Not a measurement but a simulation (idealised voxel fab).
process module | voxel self aligned contacts
cross-section cut | 145 nm wide | cells 5 nm
A cross-section is a grid of square cells, given in bands from the top down. A band is one or more rows of cells.
Each band's line starts with the height of the band's top and of its bottom, in nm. Then come its materials from left to right, each with its width in nm. One material with "throughout" fills the band from edge to edge. "air" is empty space.
Height 0 is the level under which the wafer as received is all one material. The lowest band goes on downwards, as in "0 down".
A width such as "30 to 40" changes by the same amount from each row of cells to the next, from the band's top row to its bottom row.
"no change" after a step means that no cell of the cross-section changed.
closed voids: empty space of 8 cells or more with no open way to the top, each as width x height at its distance from the left edge, in nm
after a step's settings: what the simulator itself notes on the step
overlay nm, on a step with a mask: how far to the right of its planned place the mask lay; to the left if negative
plan
1 op RECEIVE | material Si
2 op CONFORMAL_DEP | material SiO2 | thk nm 5
3 op DIRECTIONAL_DEP | material polySi | thk nm 20
4 op DIRECTIONAL_DEP | material SiN | thk nm 25
5 op PATTERN | tone cover | mask id GATE | material resist | width nm 30 | pitch nm 70 | thk nm 15 | overlay nm -5
6 op DIRECTIONAL_ETCH | etch materials SiN | depth nm 25
7 op DIRECTIONAL_ETCH | etch materials polySi | depth nm 20
8 op STRIP | etch materials resist
9 op CONFORMAL_DEP | material SiN | thk nm 10
10 op DIRECTIONAL_ETCH | etch materials SiN | depth nm 10
11 op FILL_DEP | material SiO2 | thk nm 15
12 op CMP | height nm 55
13 op MASKED_ETCH | tone open | mask id CONTACT | width nm 50 | etch materials SiO2 | depth nm 55 | overlay nm 0
14 op CONFORMAL_DEP | material TiN | thk nm 5
15 op FILL_DEP | material W | thk nm 10
16 op CMP | height nm 55
17 op CONFORMAL_DEP | material SiCN | thk nm 5
varied across the wafers: overlay nm of step 5. The plan shows the first wafer's value. All wafers start alike
first wafer as received, after step 1
  0 down: Si throughout
  closed voids: none
first wafer at the end, after step 17
  60 to 55: SiCN throughout
  55 to 50: SiO2 45 | TiN 15 | W 10 | TiN 25 | SiO2 50
  50 to 25: SiO2 5 | SiN 50 | TiN 5 | W 10 | TiN 5 | SiN 50 | SiO2 20
  25 to 5: SiO2 5 | SiN 10 | polySi 30 | SiN 10 | TiN 5 | W 10 | TiN 5 | SiN 10 | polySi 30 | SiN 10 | SiO2 20
  5 to 0: SiO2 55 | TiN 20 | SiO2 70
  0 down: Si throughout
  closed voids: none
last wafer at the end
  60 to 55: SiCN throughout
  55 to 50: SiO2 45 | TiN 30 | W 10 | TiN 10 | SiO2 50
  50 to 25: SiO2 20 | SiN 50 | TiN 5 | W 10 | TiN 5 | SiN 50 | SiO2 5
  25 to 5: SiO2 20 | SiN 10 | polySi 30 | SiN 10 | TiN 5 | W 10 | TiN 5 | SiN 10 | polySi 30 | SiN 10 | SiO2 5
  5 to 0: SiO2 70 | TiN 20 | SiO2 55
  0 down: Si throughout
  closed voids: none
each wafer at the end: cells of each material gained (+) or lost (-) since it was received, then its closed voids
overlay nm -5 | +29 SiCN | +132 SiN | +89 SiO2 | +30 TiN | +20 W | +48 polySi | closed voids: none
overlay nm 0 | +29 SiCN | +132 SiN | +89 SiO2 | +30 TiN | +20 W | +48 polySi | closed voids: none
overlay nm 5 | +29 SiCN | +132 SiN | +89 SiO2 | +30 TiN | +20 W | +48 polySi | closed voids: none
overlay nm 10 | +29 SiCN | +132 SiN | +89 SiO2 | +30 TiN | +20 W | +48 polySi | closed voids: none
